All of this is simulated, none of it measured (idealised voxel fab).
Process module under the name voxel air gaps
Section cut is 295 nm wide and gridded with 5 nm square cells.
Cross-section format: a grid of square cells, given as bands from top to bottom; each band is one or more rows of cells.
Top height, bottom height, nm. Materials left to right, width each, nm. Single material + "edge to edge" = fills band edge to edge. "blank" = empty.
Basically, 0 is our baseline, since under it the wafer straight out of the box is all one material. The bottom band has no lower end and keeps on going down, so it looks like "0 down".
The width entry "30 to 40" should be interpreted row by row: the top row of cells in the band takes the first number, the bottom row takes the second number, and the change between adjacent rows is uniform throughout.
"left unchanged" after a step means that no cell of the cross-section changed.
Reported under the label "Enclosed void listing" are the empty spaces having no open way to the top and comprising 8 cells or more; the notation for each is width x height at distance, in which the distance is measured from the left edge and all three values are in nm.
The remark found on a step's line after its settings is issued by the simulator itself and pertains to that step.
When a step includes a mask, the "overlay nm" setting on its line states how far to the right of its planned place that mask lay, and negative values state how far to the left.
-- Planned step list for the process
1 RECEIVE [material Si]
2 CONFORMAL_DEP [material SiO2] [thk nm 10]
3 CONFORMAL_DEP [material SiCN] [thk nm 5]
4 DIRECTIONAL_DEP [material SiO2] [thk nm 40]
5 DIRECTIONAL_DEP [material aC] [thk nm 15]
6 PATTERN [tone open] [mask id LINES] [material resist] [width nm 25] [pitch nm 50] [thk nm 30] [overlay nm 0]
7 DIRECTIONAL_ETCH [etch materials aC] [depth nm 15]
8 STRIP [etch materials resist]
9 DIRECTIONAL_ETCH [etch materials SiO2] [depth nm 40]
10 STRIP [etch materials aC]
11 CONFORMAL_DEP [material TiN] [thk nm 5]
12 FILL_DEP [material Cu] [thk nm 10]
13 CMP [height nm 45]
14 EPI [material Ru] [thk nm 10]
15 SELECTIVE_ETCH [etch materials SiO2] [depth nm 50]
16 CONFORMAL_DEP [material SiCN] [thk nm 5]
Quick note for whoever runs this: the wafers start identical, but the height nm at step 13 isn't the same across them. The plan just shows what the first wafer had.
-- The first of several wafers in cross-section, exactly as it reached us after step 1
	0 down | Si edge to edge
	Enclosed void listing: none
-- The rows of the table below are wafers. Looking at the end of the module, a row counts, for every material, the cells the wafer has gained, shown as (+), or lost, shown as (-), since it was received; its closed voids come next
height nm 45, +60 Cu, +72 Ru, +202 SiCN, +118 SiO2, +60 TiN, Enclosed void listing: 15 x 20 at 90; 15 x 20 at 140; 15 x 20 at 190
height nm 50, +72 Cu, +72 Ru, +210 SiCN, +118 SiO2, +68 TiN, Enclosed void listing: 15 x 25 at 90; 15 x 25 at 140; 15 x 25 at 190
height nm 55, +84 Cu, +72 Ru, +218 SiCN, +118 SiO2, +76 TiN, Enclosed void listing: 15 x 30 at 90; 15 x 30 at 140; 15 x 30 at 190
height nm 60, +96 Cu, +118 Ru, +118 SiCN, +430 SiO2, +123 TiN, Enclosed void listing: none
height nm 65, +155 Cu, +118 Ru, +118 SiCN, +430 SiO2, +123 TiN, Enclosed void listing: none
height nm 70, +214 Cu, +118 Ru, +118 SiCN, +430 SiO2, +123 TiN, Enclosed void listing: none
